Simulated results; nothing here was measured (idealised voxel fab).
Process module, titled voxel tone inversion
This is section cut - it's 180 nm across, gridded in 5 nm square cells.
When this document writes out a cross-section, it uses a grid of square cells and lists it as bands, beginning at the top and moving down, with a band standing for one or more rows of cells. Band: top and bottom heights (nm) first, top before bottom; then materials from left to right, widths in nm. "throughout" marks a sole material filling the band edge to edge. "empty" denotes empty space. Note: height 0 marks the level under which the wafer is uniformly one material as received. Lowest band unbounded below, written "0 -> down". The two numbers in a width such as "30..40" mark its ends across the band: the first belongs to the top row of cells, the second to the bottom row, and from each row to the next the width moves by the same amount. "nothing altered" after a step means that no cell of the cross-section changed. "Unvented voids" enumerates empty spaces isolated from the top, with no open way to it, that contain at least 8 cells, giving each as width x height at distance from the left edge, all three in nm. On each step's line, the part that comes after the settings is the simulator's own comment on the step. overlay nm: where the mask lay relative to plan, measured to the right, on steps with a mask; negatives go left.
These are the steps we planned for the process:
1: op RECEIVE | material Si
2: op CONFORMAL_DEP | material SiN | thk nm 5
3: op DIRECTIONAL_DEP | material aC | thk nm 15
4: op PATTERN | tone cover | mask id POSTS | material resist | width nm 15 | pitch nm 40 | thk nm 20 | overlay nm 0
5: op DIRECTIONAL_ETCH | etch materials aC | depth nm 15
6: op STRIP | etch materials resist
7: op FILL_DEP | material SiO2 | thk nm 5
8: op CMP | height nm 20
9: op STRIP | etch materials aC
First of two wafers, with the run carried out as planned:
Cross-section: wafer on arrival = after step 1:
  0 -> down | Si throughout
  Unvented voids: none
Upon completion of step 2, the wafer appears in cross-section as shown:
  5 -> 0 | SiN throughout
  Beneath the level 0, the cross-section is identical to its previous state.
Upon completion of step 3, the wafer appears in cross-section as shown:
  20 -> 5 | aC throughout
  Beneath the level 5, the cross-section is identical to its previous state.
Upon completion of step 4, the wafer appears in cross-section as shown:
  40 -> 20 | 40 nm empty; 15 nm resist; 25 nm empty; 15 nm resist; 25 nm empty; 15 nm resist; 45 nm empty
  Beneath the level 20, the cross-section is identical to its previous state.
Upon completion of step 5, the wafer appears in cross-section as shown:
  25 -> 20 | 40 nm empty; 15 nm resist; 25 nm empty; 15 nm resist; 25 nm empty; 15 nm resist; 45 nm empty
  20 -> 5 | 40 nm empty; 15 nm aC; 25 nm empty; 15 nm aC; 25 nm empty; 15 nm aC; 45 nm empty
  Beneath the level 5, the cross-section is identical to its previous state.
Upon completion of step 6, the wafer appears in cross-section as shown:
  20 -> 5 | 40 nm empty; 15 nm aC; 25 nm empty; 15 nm aC; 25 nm empty; 15 nm aC; 45 nm empty
  Beneath the level 5, the cross-section is identical to its previous state.
Upon completion of step 7, the wafer appears in cross-section as shown:
  25 -> 20 | SiO2 throughout
  20 -> 5 | 40 nm SiO2; 15 nm aC; 25 nm SiO2; 15 nm aC; 25 nm SiO2; 15 nm aC; 45 nm SiO2
  Beneath the level 5, the cross-section is identical to its previous state.
Upon completion of step 8, the wafer appears in cross-section as shown:
  20 -> 5 | 40 nm SiO2; 15 nm aC; 25 nm SiO2; 15 nm aC; 25 nm SiO2; 15 nm aC; 45 nm SiO2
  Beneath the level 5, the cross-section is identical to its previous state.
Upon completion of step 9, the wafer appears in cross-section as shown:
  20 -> 5 | 40 nm SiO2; 15 nm empty; 25 nm SiO2; 15 nm empty; 25 nm SiO2; 15 nm empty; 45 nm SiO2
  Beneath the level 5, the cross-section is identical to its previous state.
Second wafer: same start and same plan as the first, one execution error; identical to the first through step 3:
The second wafer in cross-section, at the planned close of step 4:
  40 -> 20 | 35 nm empty; 25 nm resist; 15 nm empty; 25 nm resist; 15 nm empty; 25 nm resist; 40 nm empty
  Beneath the level 20, the cross-section is identical to its previous state.
The second wafer in cross-section, at the planned close of step 5:
  25 -> 20 | 35 nm empty; 25 nm resist; 15 nm empty; 25 nm resist; 15 nm empty; 25 nm resist; 40 nm empty
  20 -> 5 | 35 nm empty; 25 nm aC; 15 nm empty; 25 nm aC; 15 nm empty; 25 nm aC; 40 nm empty
  Beneath the level 5, the cross-section is identical to its previous state.
The second wafer in cross-section, at the planned close of step 6:
  20 -> 5 | 35 nm empty; 25 nm aC; 15 nm empty; 25 nm aC; 15 nm empty; 25 nm aC; 40 nm empty
  Beneath the level 5, the cross-section is identical to its previous state.
The second wafer in cross-section, at the planned close of step 7:
  25 -> 20 | SiO2 throughout
  20 -> 5 | 35 nm SiO2; 25 nm aC; 15 nm SiO2; 25 nm aC; 15 nm SiO2; 25 nm aC; 40 nm SiO2
  Beneath the level 5, the cross-section is identical to its previous state.
The second wafer in cross-section, at the planned close of step 8:
  20 -> 5 | 35 nm SiO2; 25 nm aC; 15 nm SiO2; 25 nm aC; 15 nm SiO2; 25 nm aC; 40 nm SiO2
  Beneath the level 5, the cross-section is identical to its previous state.
The second wafer in cross-section, at the planned close of step 9:
  20 -> 5 | 35 nm SiO2; 25 nm empty; 15 nm SiO2; 25 nm empty; 15 nm SiO2; 25 nm empty; 40 nm SiO2
  Beneath the level 5, the cross-section is identical to its previous state.
what went wrong: step 4 was not run as planned; what actually ran was op PATTERN | tone cover | mask id POSTS | material resist | width nm 25 | pitch nm 40 | thk nm 20 | overlay nm 0
Wafer comparison, final, in cells, second relative to first, materials more or fewer: 18 fewer of SiO2
